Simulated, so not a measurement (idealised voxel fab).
Documented hereafter: the process module known as voxel tone inversion.
Square cell edge 5 nm, section width 165 nm, ID cut.
Just so we're on the same page, the cross-sections are grids of square cells, and they're listed out in bands top to bottom, each band one or more rows deep. Each band's line starts with the height of the band's top and of its bottom, in nm. Then come its materials from left to right, each with its width in nm. One material with "everywhere" fills the band from edge to edge. "blank" is empty space. Where do heights start? At 0: under that level the wafer as delivered is made of one material only. And the lowest band has no floor; it just carries on downward, as in "0..down". Think of "30 to 40" as a width that walks from the first number to the second as you go down the band, top row to bottom row, taking equal-sized steps from row to row. Step note "no alteration" = no cross-section cell changed. "Sealed void listing": sealed empty spaces, 8 cells or more, no open way to top, listed width x height at distance, with distance from the left edge and width, height and distance in nm. Heads up: the bit after the settings on a step's line is the simulator's remark on that step. "overlay nm" denotes, for a step that has a mask, the displacement of the mask to the right of its planned place, with negative values corresponding to the left.
Planned process steps:
1: RECEIVE | material Si
2: CONFORMAL_DEP | material SiCN | thk nm 10
3: DIRECTIONAL_DEP | material aC | thk nm 15
4: PATTERN | tone cover | mask id POSTS | material resist | width nm 15 | pitch nm 40 | thk nm 25 | overlay nm -15
5: DIRECTIONAL_ETCH | etch materials aC | depth nm 15
6: STRIP | etch materials resist
7: FILL_DEP | material lowk | thk nm 10
8: CMP | height nm 25
9: STRIP | etch materials aC
For clarity, it should be stated that the wafers under discussion commence in an identical condition and differ with respect to the overlay nm of step 4, the plan indicating the value that the first wafer had.
Received wafers, first of several: cross-section after step 1:
* 0..down | Si everywhere
* Sealed void listing: none
Rows = wafers. At module end, each row lists per material the cells gained (+) or lost (-) since the wafer was received, then the closed voids:
overlay nm -15, +66 SiCN, +81 lowk, Sealed void listing: none
overlay nm -10, +66 SiCN, +81 lowk, Sealed void listing: none
overlay nm -5, +66 SiCN, +81 lowk, Sealed void listing: none
overlay nm 0, +66 SiCN, +81 lowk, Sealed void listing: none
overlay nm 5, +66 SiCN, +81 lowk, Sealed void listing: none
overlay nm 10, +66 SiCN, +81 lowk, Sealed void listing: none
overlay nm 15, +66 SiCN, +81 lowk, Sealed void listing: none
